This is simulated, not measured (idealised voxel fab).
Process module in this document: voxel gate over fins
This is section cut - it's 140 nm across, gridded in 5 nm square cells.
Cross-section layout: square cells on a grid; listed as bands, top to bottom; a band spans one or more cell rows.
Basically the band line says how high the top is and how high the bottom is, in nm, and then what's in it from left to right, every material with its width in nm. Empty space shows up as "air", and if a single material carries "edge to edge" it runs the full band edge to edge.
Heads up on the height convention: 0 is the point under which the incoming wafer is all one material, and the lowest band has no bottom, it just keeps going down, like "0 and below".
A width given as "30 to 40" starts at the first number in the band's top row and ends at the second number in its bottom row, shifting by an equal amount at every step from row to row.
Where a step carries "stayed the same", the cross-section came out of it unchanged, cell for cell.
"Entrapped voids" lists enclosed empty spaces (at least 8 cells, no open path upward to the top), each as width x height at distance from the left edge, in nm.
Formally, on a step line, whatever follows the settings is a remark that the simulator itself makes on the step.
The "overlay nm" setting may appear on a step's line; for a step that uses a mask, it gives how far to the right of its planned position the mask lay, and a negative value indicates the left.
Steps planned for the process:
| 1 | op RECEIVE | material Si |
| 2 | op CONFORMAL_DEP | material SiN | thk nm 5 |
| 3 | op PATTERN | tone cover | mask id FINS | material resist | width nm 15 | pitch nm 40 | thk nm 20 | overlay nm 0 |
| 4 | op DIRECTIONAL_ETCH | etch materials SiN | depth nm 5 |
| 5 | op DIRECTIONAL_ETCH | etch materials Si | depth nm 40 |
| 6 | op STRIP | etch materials resist |
| 7 | op FILL_DEP | material SiO2 | thk nm 10 |
| 8 | op CMP | height nm 5 |
| 9 | op SELECTIVE_ETCH | etch materials SiO2 | depth nm 20 |
| 10 | op STRIP | etch materials SiN |
| 11 | op CONFORMAL_DEP | material HfO2 | thk nm 5 |
| 12 | op CONFORMAL_DEP | material TiN | thk nm 5 |
| 13 | op CONFORMAL_DEP | material TiAl | thk nm 5 |
| 14 | op CONFORMAL_DEP | material TiN | thk nm 5 |
| 15 | op FILL_DEP | material W | thk nm 10 |
| 16 | op CMP | height nm 25 |
| 17 | op CONFORMAL_DEP | material SiCN | thk nm 5 |
Of two wafers, the first: run according to plan:
Step 1 complete: cross-section of the wafer as received:
  0 and below  Si edge to edge
  Entrapped voids: none
How the wafer stands in section after step 2:
  5 down to 0  SiN edge to edge
  Below a height of 0, the structure has not been altered.
How the wafer stands in section after step 3:
  25 down to 5  air (40)  resist (15)  air (25)  resist (15)  air (45)
  Below a height of 5, the structure has not been altered.
How the wafer stands in section after step 4:
  25 down to 5  air (40)  resist (15)  air (25)  resist (15)  air (45)
  5 down to 0  air (40)  SiN (15)  air (25)  SiN (15)  air (45)
  Below a height of 0, the structure has not been altered.
How the wafer stands in section after step 5:
  25 down to 5  air (40)  resist (15)  air (25)  resist (15)  air (45)
  5 down to 0  air (40)  SiN (15)  air (25)  SiN (15)  air (45)
  0 down to -40  air (40)  Si (15)  air (25)  Si (15)  air (45)
  Below a height of -40, the structure has not been altered.
How the wafer stands in section after step 6:
  5 down to 0  air (40)  SiN (15)  air (25)  SiN (15)  air (45)
  Below a height of 0, the structure has not been altered.
How the wafer stands in section after step 7:
  15 down to 5  SiO2 edge to edge
  5 down to 0  SiO2 (40)  SiN (15)  SiO2 (25)  SiN (15)  SiO2 (45)
  0 down to -40  SiO2 (40)  Si (15)  SiO2 (25)  Si (15)  SiO2 (45)
  Below a height of -40, the structure has not been altered.
How the wafer stands in section after step 8:
  5 down to 0  SiO2 (40)  SiN (15)  SiO2 (25)  SiN (15)  SiO2 (45)
  Below a height of 0, the structure has not been altered.
How the wafer stands in section after step 9:
  5 down to 0  air (40)  SiN (15)  air (25)  SiN (15)  air (45)
  0 down to -15  air (40)  Si (15)  air (25)  Si (15)  air (45)
  Below a height of -15, the structure has not been altered.
How the wafer stands in section after step 10:
  0 down to -15  air (40)  Si (15)  air (25)  Si (15)  air (45)
  Below a height of -15, the structure has not been altered.
How the wafer stands in section after step 11:
  5 down to 0  air (35)  HfO2 (25)  air (15)  HfO2 (25)  air (40)
  0 down to -10  air (35)  HfO2 (5)  Si (15)  HfO2 (5)  air (15)  HfO2 (5)  Si (15)  HfO2 (5)  air (40)
  -10 down to -15  HfO2 (40)  Si (15)  HfO2 (25)  Si (15)  HfO2 (45)
  Below a height of -15, the structure has not been altered.
How the wafer stands in section after step 12:
  10 down to 5  air (30)  TiN (35)  air (5)  TiN (35)  air (35)
  5 down to 0  air (30)  TiN (5)  HfO2 (25)  TiN (5)  air (5)  TiN (5)  HfO2 (25)  TiN (5)  air (35)
  0 down to -5  air (30)  TiN (5)  HfO2 (5)  Si (15)  HfO2 (5)  TiN (5)  air (5)  TiN (5)  HfO2 (5)  Si (15)  HfO2 (5)  TiN (5)  air (35)
  -5 down to -10  TiN (35)  HfO2 (5)  Si (15)  HfO2 (5)  TiN (15)  HfO2 (5)  Si (15)  HfO2 (5)  TiN (40)
  Below a height of -10, the structure has not been altered.
How the wafer stands in section after step 13:
  15 down to 10  air (25)  TiAl (85)  air (30)
  10 down to 5  air (25)  TiAl (5)  TiN (35)  TiAl (5)  TiN (35)  TiAl (5)  air (30)
  5 down to 0  air (25)  TiAl (5)  TiN (5)  HfO2 (25)  TiN (5)  TiAl (5)  TiN (5)  HfO2 (25)  TiN (5)  TiAl (5)  air (30)
  0 down to -5  TiAl (30)  TiN (5)  HfO2 (5)  Si (15)  HfO2 (5)  TiN (5)  TiAl (5)  TiN (5)  HfO2 (5)  Si (15)  HfO2 (5)  TiN (5)  TiAl (35)
  Below a height of -5, the structure has not been altered.
How the wafer stands in section after step 14:
  20 down to 15  air (20)  TiN (95)  air (25)
  15 down to 10  air (20)  TiN (5)  TiAl (85)  TiN (5)  air (25)
  10 down to 5  air (20)  TiN (5)  TiAl (5)  TiN (35)  TiAl (5)  TiN (35)  TiAl (5)  TiN (5)  air (25)
  5 down to 0  TiN (25)  TiAl (5)  TiN (5)  HfO2 (25)  TiN (5)  TiAl (5)  TiN (5)  HfO2 (25)  TiN (5)  TiAl (5)  TiN (30)
  Below a height of 0, the structure has not been altered.
How the wafer stands in section after step 15:
  30 down to 20  W edge to edge
  20 down to 15  W (20)  TiN (95)  W (25)
  15 down to 10  W (20)  TiN (5)  TiAl (85)  TiN (5)  W (25)
  10 down to 5  W (20)  TiN (5)  TiAl (5)  TiN (35)  TiAl (5)  TiN (35)  TiAl (5)  TiN (5)  W (25)
  Below a height of 5, the structure has not been altered.
How the wafer stands in section after step 16:
  25 down to 20  W edge to edge
  Below a height of 20, the structure has not been altered.
How the wafer stands in section after step 17:
  30 down to 25  SiCN edge to edge
  Below a height of 25, the structure has not been altered.
Second of two: same start, same plan, one run error; steps up to and including 12 match the first:
Second wafer shown in cross-section at the time step 13 was slated to end: stayed the same
Second wafer shown in cross-section at the time step 14 was slated to end:
  15 down to 5  air (25)  TiN (85)  air (30)
  5 down to 0  air (25)  TiN (10)  HfO2 (25)  TiN (15)  HfO2 (25)  TiN (10)  air (30)
  0 down to -10  TiN (35)  HfO2 (5)  Si (15)  HfO2 (5)  TiN (15)  HfO2 (5)  Si (15)  HfO2 (5)  TiN (40)
  Below a height of -10, the structure has not been altered.
Second wafer shown in cross-section at the time step 15 was slated to end:
  25 down to 15  W edge to edge
  15 down to 5  W (25)  TiN (85)  W (30)
  5 down to 0  W (25)  TiN (10)  HfO2 (25)  TiN (15)  HfO2 (25)  TiN (10)  W (30)
  Below a height of 0, the structure has not been altered.
Second wafer shown in cross-section at the time step 16 was slated to end: stayed the same
Second wafer shown in cross-section at the time step 17 was slated to end:
  30 down to 25  SiCN edge to edge
  Below a height of 25, the structure has not been altered.
Which mistake was made when the wafer was run? step 13 in the plan did not get run; it was skipped
End check, counted in cells, second wafer has more or fewer of these materials than the first: -37 TiAl, +3 TiN, +34 W
